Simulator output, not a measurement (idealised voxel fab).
You're looking at the process module voxel transistor to metal.
The cross-section shown here is cut; it is 275 nm wide and divided into square cells measuring 5 nm on a side.
The cross-sections in this document take the form of a grid made of square cells. They are written out as bands, in order from top to bottom. Each band consists of one or more rows of cells.
Each band's line starts with the height of the band's top and of its bottom, in nm. Then come its materials from left to right, each with its width in nm. One material with "throughout" fills the band from edge to edge. "empty" is empty space.
Height 0 is the level under which the wafer as received is all one material. The lowest band goes on downwards, as in "0 down".
Think of "30..40" as a width that walks from the first number to the second as you go down the band, top row to bottom row, taking equal-sized steps from row to row.
It should be understood that the words "remained the same", when stated for a given step, signify that the cross-section underwent no change in any of its cells during that step.
Closed void table: empty space of 8 cells or more with no open way to the top, each as width x height at its distance from the left edge, in nm
The remark found on a step's line after its settings is issued by the simulator itself and pertains to that step.
A step line may carry the setting "overlay nm", which, for steps involving a mask, states the distance by which the mask lay to the right of its intended position; negative values denote displacement to the left.

[These are the steps we planned for the process]
step 1: RECEIVE with material Si
step 2: CONFORMAL_DEP with material SiO2, thk nm 5
step 3: CONFORMAL_DEP with material SiN, thk nm 10
step 4: DIRECTIONAL_DEP with material aC, thk nm 10
step 5: PATTERN with tone cover, mask id ACTIVE, material resist, width nm 105, pitch nm 125, thk nm 30, overlay nm 0
step 6: DIRECTIONAL_ETCH with etch materials aC, depth nm 10
step 7: STRIP with etch materials resist
step 8: DIRECTIONAL_ETCH with etch materials SiN, depth nm 10
step 9: DIRECTIONAL_ETCH with etch materials SiO2, depth nm 5
step 10: DIRECTIONAL_ETCH with etch materials Si, depth nm 20
step 11: STRIP with etch materials aC
step 12: OXIDIZE with depth nm 5
step 13: FILL_DEP with material SiO2, thk nm 15
step 14: CMP with height nm 15
step 15: SELECTIVE_ETCH with etch materials SiO2, depth nm 10
step 16: STRIP with etch materials SiN
step 17: SELECTIVE_ETCH with etch materials SiO2, depth nm 5
step 18: OXIDIZE with depth nm 5
step 19: DIRECTIONAL_DEP with material polySi, thk nm 25
step 20: DIRECTIONAL_DEP with material SiCN, thk nm 15
step 21: PATTERN with tone cover, mask id GATE, material resist, width nm 25, pitch nm 125, thk nm 15, overlay nm 0
step 22: DIRECTIONAL_ETCH with etch materials SiCN, depth nm 25
step 23: DIRECTIONAL_ETCH with etch materials polySi, depth nm 35
step 24: STRIP with etch materials resist
step 25: CONFORMAL_DEP with material SiO2, thk nm 5
step 26: DIRECTIONAL_ETCH with etch materials SiO2, depth nm 5
step 27: CONFORMAL_DEP with material SiN, thk nm 10
step 28: DIRECTIONAL_ETCH with etch materials SiN, depth nm 10
step 29: DIRECTIONAL_ETCH with etch materials SiO2, depth nm 5
step 30: EPI with material SiGe, thk nm 5
step 31: FILL_DEP with material SiO2, thk nm 10
step 32: CMP with height nm 25
step 33: STRIP with etch materials polySi
step 34: SELECTIVE_ETCH with etch materials SiO2, depth nm 5
step 35: CONFORMAL_DEP with material HfO2, thk nm 5
step 36: CONFORMAL_DEP with material TiN, thk nm 5
step 37: FILL_DEP with material W, thk nm 5
step 38: CMP with height nm 20
step 39: DIRECTIONAL_DEP with material SiO2, thk nm 10
step 40: MASKED_ETCH with tone open, mask id CONTACT, width nm 15, etch materials SiO2, depth nm 30, overlay nm 0
step 41: CONFORMAL_DEP with material TiN, thk nm 5
step 42: FILL_DEP with material Ru, thk nm 5
step 43: CMP with height nm 30
step 44: DIRECTIONAL_DEP with material TiN, thk nm 5
step 45: DIRECTIONAL_DEP with material Ru, thk nm 25
step 46: PATTERN with tone cover, mask id METAL_1, material resist, width nm 15, thk nm 20, overlay nm 0
step 47: DIRECTIONAL_ETCH with etch materials Ru, depth nm 25
step 48: DIRECTIONAL_ETCH with etch materials TiN, depth nm 5
step 49: STRIP with etch materials resist
step 50: FILL_DEP with material lowk, thk nm 5
step 51: CMP with height nm 60
step 52: CONFORMAL_DEP with material SiN, thk nm 5

[Step 1 complete: cross-section of the wafer as received]
0 down = Si throughout
Closed void table: none

[Figure: cross-sectional view of the wafer upon completion of the module, processed from the initial state and according to the plan depicted above, with one error introduced during execution]
65 to 60 = SiN throughout
60 to 35 = 25 lowk / 15 Ru / 65 lowk / 15 Ru / 30 lowk / 15 Ru / 65 lowk / 15 Ru / 30 lowk
35 to 30 = 25 lowk / 15 TiN / 65 lowk / 15 TiN / 30 lowk / 15 TiN / 65 lowk / 15 TiN / 30 lowk
30 to 20 = 25 SiO2 / 5 TiN / 5 Ru / 5 TiN / 65 SiO2 / 5 TiN / 5 Ru / 5 TiN / 30 SiO2 / 5 TiN / 5 Ru / 5 TiN / 65 SiO2 / 5 TiN / 5 Ru / 5 TiN / 30 SiO2
20 to 5 = 25 SiO2 / 5 TiN / 5 Ru / 5 TiN / 10 SiO2 / 5 SiN / 5 HfO2 / 5 TiN / 15 W / 5 TiN / 5 HfO2 / 5 SiN / 10 SiO2 / 5 TiN / 5 Ru / 5 TiN / 30 SiO2 / 5 TiN / 5 Ru / 5 TiN / 10 SiO2 / 5 SiN / 5 HfO2 / 5 TiN / 15 W / 5 TiN / 5 HfO2 / 5 SiN / 10 SiO2 / 5 TiN / 5 Ru / 5 TiN / 30 SiO2
5 to 0 = 25 SiO2 / 15 TiN / 10 SiO2 / 5 SiN / 5 HfO2 / 25 TiN / 5 HfO2 / 5 SiN / 10 SiO2 / 15 TiN / 30 SiO2 / 15 TiN / 10 SiO2 / 5 SiN / 5 HfO2 / 25 TiN / 5 HfO2 / 5 SiN / 10 SiO2 / 15 TiN / 30 SiO2
0 to -5 = 20 SiO2 / 30 SiGe / 5 SiO2 / 35 HfO2 / 5 SiO2 / 30 SiGe / 20 SiO2 / 30 SiGe / 5 SiO2 / 35 HfO2 / 5 SiO2 / 30 SiGe / 25 SiO2
-5 to -25 = 25 SiO2 / 95 Si / 30 SiO2 / 95 Si / 30 SiO2
-25 down = Si throughout
Closed void table: none
Run error: not per plan at step 27, really ran CONFORMAL_DEP with material SiN, thk nm 5
